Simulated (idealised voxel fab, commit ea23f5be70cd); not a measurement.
process module | voxel trench capacitor
cross-section cut | 210 nm wide | cells 5 nm
A cross-section is a grid of square cells, given in bands from the top down. A band is one or more rows of cells.
Each band's line starts with the height of the band's top and of its bottom, in nm. Then come its materials from left to right, each with its width in nm. One material with "throughout" fills the band from edge to edge. "air" is empty space.
Height 0 is the level under which the wafer as received is all one material. The lowest band goes on downwards, as in "0 down".
A width such as "30 to 40" changes by the same amount from each row of cells to the next, from the band's top row to its bottom row.
"no change" after a step means that no cell of the cross-section changed.
closed voids: empty space of 8 cells or more with no open way to the top, each as width x height at its distance from the left edge, in nm
after a step's settings: what the simulator itself notes on the step
overlay nm, on a step with a mask: how far to the right of its planned place the mask lay; to the left if negative
plan
1 op RECEIVE | material Si
2 op CONFORMAL_DEP | material SiN | thk nm 10
3 op PATTERN | tone open | mask id TRENCH | material resist | width nm 20 | pitch nm 35 | thk nm 15 | overlay nm 0
4 op DIRECTIONAL_ETCH | etch materials SiN | depth nm 10
5 op DIRECTIONAL_ETCH | etch materials Si | depth nm 25
6 op STRIP | etch materials resist
7 op CONFORMAL_DEP | material SiO2 | thk nm 5
8 op FILL_DEP | material polySi | thk nm 5
9 op CMP | height nm 10
as received, after step 1
  0 down: Si throughout
  closed voids: none
a wafer at the end: this start, this plan, one mistake
  10 to 0: polySi 35 | SiO2 5 | SiN 20 | SiO2 5 | polySi 5 | SiO2 5 | SiN 20 | SiO2 5 | polySi 5 | SiO2 5 | SiN 20 | SiO2 5 | polySi 5 | SiO2 5 | SiN 20 | SiO2 5 | polySi 40
  0 to -20: polySi 35 | SiO2 5 | Si 20 | SiO2 5 | polySi 5 | SiO2 5 | Si 20 | SiO2 5 | polySi 5 | SiO2 5 | Si 20 | SiO2 5 | polySi 5 | SiO2 5 | Si 20 | SiO2 5 | polySi 40
  -20 to -25: SiO2 40 | Si 20 | SiO2 15 | Si 20 | SiO2 15 | Si 20 | SiO2 15 | Si 20 | SiO2 45
  -25 down: Si throughout
  closed voids: none
what went wrong: step 3 ran as: op PATTERN | tone cover | mask id TRENCH | material resist | width nm 20 | pitch nm 35 | thk nm 15 | overlay nm 0
